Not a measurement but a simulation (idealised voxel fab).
Proc. module: voxel transistor to metal
For reference, the cross-section in this document is cut, with width 140 nm and square cells of 5 nm.
Just so we're on the same page, the cross-sections are grids of square cells, and they're listed out in bands top to bottom, each band one or more rows deep. Heights first: top, then bottom, in nm. Then materials, left to right, each with a width in nm. "throughout" on a single material: fills the band edge to edge. "air": empty space. Where do heights start? At 0: under that level the wafer as delivered is made of one material only. And the lowest band has no floor; it just carries on downward, as in "0..down". The two numbers in a width such as "30->40" mark its ends across the band: the first belongs to the top row of cells, the second to the bottom row, and from each row to the next the width moves by the same amount. When a step is marked "remained unchanged", none of the cells in the cross-section changed during that step. Heads up: "Entrapped voids" only lists the empty pockets with no open path to the top that are 8 cells or more, and it writes them as width x height at distance, distance from the left edge, in nm. Past the settings on a step's line: simulator remark, on that step. overlay nm: step with mask; distance mask lay right of planned place; negative value = left of planned place.
List of planned process steps:
1,RECEIVE | material Si
2,CONFORMAL_DEP | material SiO2 | thk nm 5
3,CONFORMAL_DEP | material SiN | thk nm 10
4,MASKED_ETCH | tone cover | mask id ACTIVE | width nm 110 | etch materials SiN | depth nm 10 | overlay nm 0
5,MASKED_ETCH | tone cover | mask id ACTIVE | width nm 110 | etch materials SiO2 | depth nm 5 | overlay nm 0
6,MASKED_ETCH | tone cover | mask id ACTIVE | width nm 110 | etch materials Si | depth nm 25 | overlay nm 0
7,FILL_DEP | material SiO2 | thk nm 10
8,CMP | height nm 15
9,SELECTIVE_ETCH | etch materials SiO2 | depth nm 5
10,STRIP | etch materials SiN
11,SELECTIVE_ETCH | etch materials SiO2 | depth nm 5
12,OXIDIZE | depth nm 5
13,DIRECTIONAL_DEP | material polySi | thk nm 20
14,DIRECTIONAL_DEP | material SiCN | thk nm 15
15,PATTERN | tone cover | mask id GATE | material resist | width nm 20 | thk nm 15 | overlay nm 0
16,DIRECTIONAL_ETCH | etch materials SiCN | depth nm 25
17,DIRECTIONAL_ETCH | etch materials polySi | depth nm 30
18,STRIP | etch materials resist
19,CONFORMAL_DEP | material SiN | thk nm 5
20,DIRECTIONAL_ETCH | etch materials SiN | depth nm 5
21,DIRECTIONAL_ETCH | etch materials SiO2 | depth nm 5
22,DIRECTIONAL_ETCH | etch materials Si | depth nm 5
23,EPI | material pSi | thk nm 5
24,FILL_DEP | material SiO2 | thk nm 10
25,CMP | height nm 35
26,DIRECTIONAL_DEP | material SiO2 | thk nm 10
27,DIRECTIONAL_DEP | material aC | thk nm 15
28,PATTERN | tone open | mask id CONTACT | material resist | width nm 30 | pitch nm 60 | thk nm 35 | overlay nm 0
29,DIRECTIONAL_ETCH | etch materials aC | depth nm 15
30,STRIP | etch materials resist
31,DIRECTIONAL_ETCH | etch materials SiO2 | depth nm 50
32,STRIP | etch materials aC
33,CONFORMAL_DEP | material TiN | thk nm 5
34,FILL_DEP | material W | thk nm 5
35,CMP | height nm 45
36,DIRECTIONAL_DEP | material TiN | thk nm 5
37,DIRECTIONAL_DEP | material W | thk nm 20
38,MASKED_ETCH | tone cover | mask id METAL_1 | width nm 15 | pitch nm 75 | etch materials W | depth nm 20 | overlay nm 0
39,MASKED_ETCH | tone cover | mask id METAL_1 | width nm 15 | pitch nm 75 | etch materials TiN | depth nm 5 | overlay nm 0
40,CONFORMAL_DEP | material SiN | thk nm 5
41,FILL_DEP | material SiO2 | thk nm 5
42,CMP | height nm 70
43,CONFORMAL_DEP | material SiCN | thk nm 5
So this is the incoming wafer in cross-section - it's already been through step 1:
0..down  Si throughout
Entrapped voids: none
End-of-module cross-section. Starting structure and process plan as above; one mistake made in running it:
75..70  SiCN throughout
70..50  SiO2 20 | SiN 5 | W 15 | SiN 5 | SiO2 50 | SiN 5 | W 15 | SiN 5 | SiO2 20
50..45  SiN 25 | TiN 15 | SiN 60 | TiN 15 | SiN 25
45..35  SiO2 25 | TiN 5 | W 20 | TiN 5 | SiO2 30 | TiN 5 | W 20 | TiN 5 | SiO2 25
35..20  SiO2 25 | TiN 5 | W 20 | TiN 5 | SiN 5 | SiCN 20 | SiN 5 | TiN 5 | W 20 | TiN 5 | SiO2 25
20..5  SiO2 25 | TiN 5 | W 20 | TiN 5 | SiN 5 | polySi 20 | SiN 5 | TiN 5 | W 20 | TiN 5 | SiO2 25
5..0  SiO2 10 | SiN 5 | SiO2 10 | TiN 5 | W 15 | TiN 10 | SiN 5 | polySi 20 | SiN 5 | TiN 10 | W 15 | TiN 5 | SiO2 10 | SiN 5 | SiO2 10
0..-5  SiO2 10 | SiN 5 | SiO2 10 | TiN 25 | pSi 5 | SiO2 30 | pSi 5 | TiN 25 | SiO2 10 | SiN 5 | SiO2 10
-5..-10  SiO2 20 | pSi 35 | Si 30 | pSi 35 | SiO2 20
-10..-25  SiO2 15 | Si 110 | SiO2 15
-25..down  Si throughout
Entrapped voids: none
Plan not followed: step 2 of the plan was omitted and not executed
